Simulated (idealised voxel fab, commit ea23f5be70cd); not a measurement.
Process module heading - voxel transistor to metal
Cross-section cut spans 160 nm and uses square cells 5 nm in size.
Cross-section layout: square cells on a grid; listed as bands, top to bottom; a band spans one or more cell rows. It is stipulated that each band's entry specify, in nanometres, the height of the top of the band and then that of its bottom, followed by the materials of the band in left-to-right sequence, each together with its width in nanometres. A single material marked by the word "full width" is understood to fill the band from edge to edge; the word "air" is understood to denote empty space. Convention: height 0 is the level below which the wafer, as received, is all one material. The lowest band does not terminate at the bottom but continues downward, represented as "top 0, no bottom". Think of "30..40" as a width that walks from the first number to the second as you go down the band, top row to bottom row, taking equal-sized steps from row to row. You'll sometimes find "same as before" written for a step, and that's the way of saying that nowhere in the cross-section did a cell change during that step. Any empty space of 8 cells or more lacking an open way to the top shows up in "Unvented cavities" as width x height at distance, distance from the left edge, in nm. It should be noted that, on the line of a given step, the content following the step's settings is a remark produced by the simulator itself with respect to that step. The setting "overlay nm" may be written on the line of a step. When the step uses a mask, the value reports how far to the right of the planned place the mask lay, and a negative value reports that it lay to the left.
-- plan
1 RECEIVE, material Si
2 OXIDIZE, depth nm 5
3 CONFORMAL_DEP, material SiN, thk nm 10
4 DIRECTIONAL_DEP, material aC, thk nm 15
5 PATTERN, tone cover, mask id ACTIVE, material resist, width nm 115, thk nm 35, overlay nm 0
6 DIRECTIONAL_ETCH, etch materials aC, depth nm 15
7 STRIP, etch materials resist
8 DIRECTIONAL_ETCH, etch materials SiN, depth nm 10
9 DIRECTIONAL_ETCH, etch materials SiO2, depth nm 5
10 DIRECTIONAL_ETCH, etch materials Si, depth nm 30
11 STRIP, etch materials aC
12 OXIDIZE, depth nm 5
13 FILL_DEP, material SiO2, thk nm 10
14 CMP, height nm 10
15 SELECTIVE_ETCH, etch materials SiO2, depth nm 5
16 STRIP, etch materials SiN
17 SELECTIVE_ETCH, etch materials SiO2, depth nm 5
18 OXIDIZE, depth nm 5
19 DIRECTIONAL_DEP, material polySi, thk nm 20
20 DIRECTIONAL_DEP, material SiCN, thk nm 10
21 DIRECTIONAL_DEP, material aC, thk nm 15
22 PATTERN, tone cover, mask id GATE, material resist, width nm 15, thk nm 30, overlay nm 0
23 DIRECTIONAL_ETCH, etch materials aC, depth nm 15
24 STRIP, etch materials resist
25 DIRECTIONAL_ETCH, etch materials SiCN, depth nm 20
26 DIRECTIONAL_ETCH, etch materials polySi, depth nm 30
27 STRIP, etch materials aC
28 CONFORMAL_DEP, material SiN, thk nm 10
29 DIRECTIONAL_ETCH, etch materials SiN, depth nm 10
30 DIRECTIONAL_ETCH, etch materials SiO2, depth nm 5
31 DIRECTIONAL_ETCH, etch materials Si, depth nm 5
32 EPI, material nSi, thk nm 10
33 FILL_DEP, material SiO2, thk nm 5
34 CMP, height nm 25
35 DIRECTIONAL_DEP, material SiO2, thk nm 15
36 PATTERN, tone open, mask id CONTACT, material resist, width nm 35, pitch nm 60, thk nm 20, overlay nm 0
37 DIRECTIONAL_ETCH, etch materials SiO2, depth nm 45
38 STRIP, etch materials resist
39 CONFORMAL_DEP, material TiN, thk nm 5
40 FILL_DEP, material W, thk nm 5
41 CMP, height nm 40
42 CONFORMAL_DEP, material SiCN, thk nm 5
43 DIRECTIONAL_DEP, material lowk, thk nm 15
44 MASKED_ETCH, tone open, mask id METAL_1, width nm 20, pitch nm 75, etch materials lowk, depth nm 15, overlay nm 0
45 MASKED_ETCH, tone open, mask id METAL_1, width nm 20, pitch nm 75, etch materials SiCN, depth nm 5, overlay nm 0
46 CONFORMAL_DEP, material TiN, thk nm 5
47 FILL_DEP, material Cu, thk nm 5
48 CMP, height nm 60
49 EPI, material Ru, thk nm 5
50 FILL_DEP, material SiCN, thk nm 5
-- Wafer as received: cross-section following step 1
    top 0, no bottom = Si full width
    Unvented cavities: none
-- Same starting wafer, same plan as above, one mistake in the execution; this is the cross-section at the end of the module
    top 70, bottom 65 = SiCN full width
    top 65, bottom 60 = 25 of SiCN, then 30 of Ru, then 45 of SiCN, then 30 of Ru, then 30 of SiCN
    top 60, bottom 45 = 30 of lowk, then 5 of TiN, then 10 of Cu, then 5 of TiN, then 55 of lowk, then 5 of TiN, then 10 of Cu, then 5 of TiN, then 35 of lowk
    top 45, bottom 40 = 30 of SiCN, then 20 of TiN, then 55 of SiCN, then 20 of TiN, then 35 of SiCN
    top 40, bottom 30 = 30 of SiO2, then 5 of TiN, then 25 of W, then 5 of TiN, then 25 of SiO2, then 5 of TiN, then 25 of W, then 5 of TiN, then 35 of SiO2
    top 30, bottom 25 = 30 of SiO2, then 5 of TiN, then 20 of W, then 10 of TiN, then 25 of SiO2, then 10 of TiN, then 20 of W, then 5 of TiN, then 35 of SiO2
    top 25, bottom 15 = 30 of SiO2, then 5 of TiN, then 20 of W, then 5 of TiN, then 10 of SiN, then 15 of SiCN, then 10 of SiN, then 5 of TiN, then 20 of W, then 5 of TiN, then 35 of SiO2
    top 15, bottom 5 = 30 of SiO2, then 5 of TiN, then 20 of W, then 5 of TiN, then 10 of SiN, then 15 of polySi, then 10 of SiN, then 5 of TiN, then 20 of W, then 5 of TiN, then 35 of SiO2
    top 5, bottom 0 = 30 of SiO2, then 5 of TiN, then 10 of W, then 15 of TiN, then 10 of SiN, then 15 of polySi, then 10 of SiN, then 15 of TiN, then 10 of W, then 5 of TiN, then 35 of SiO2
    top 0, bottom -5 = 10 of SiO2, then 10 of SiN, then 10 of SiO2, then 20 of TiN, then 10 of nSi, then 10 of SiN, then 15 of polySi, then 10 of SiN, then 10 of nSi, then 20 of TiN, then 10 of SiO2, then 10 of SiN, then 15 of SiO2
    top -5, bottom -10 = 10 of SiO2, then 15 of SiN, then 35 of nSi, then 35 of SiO2, then 35 of nSi, then 15 of SiN, then 15 of SiO2
    top -10, bottom -15 = 30 of SiO2, then 30 of nSi, then 35 of Si, then 30 of nSi, then 35 of SiO2
    top -15, bottom -40 = 25 of SiO2, then 105 of Si, then 30 of SiO2
    top -40, no bottom = Si full width
    Unvented cavities: none
Heads up, the wafer didn't run the way we planned it: steps 15 and 16 got flipped, so each one ran where the other should have
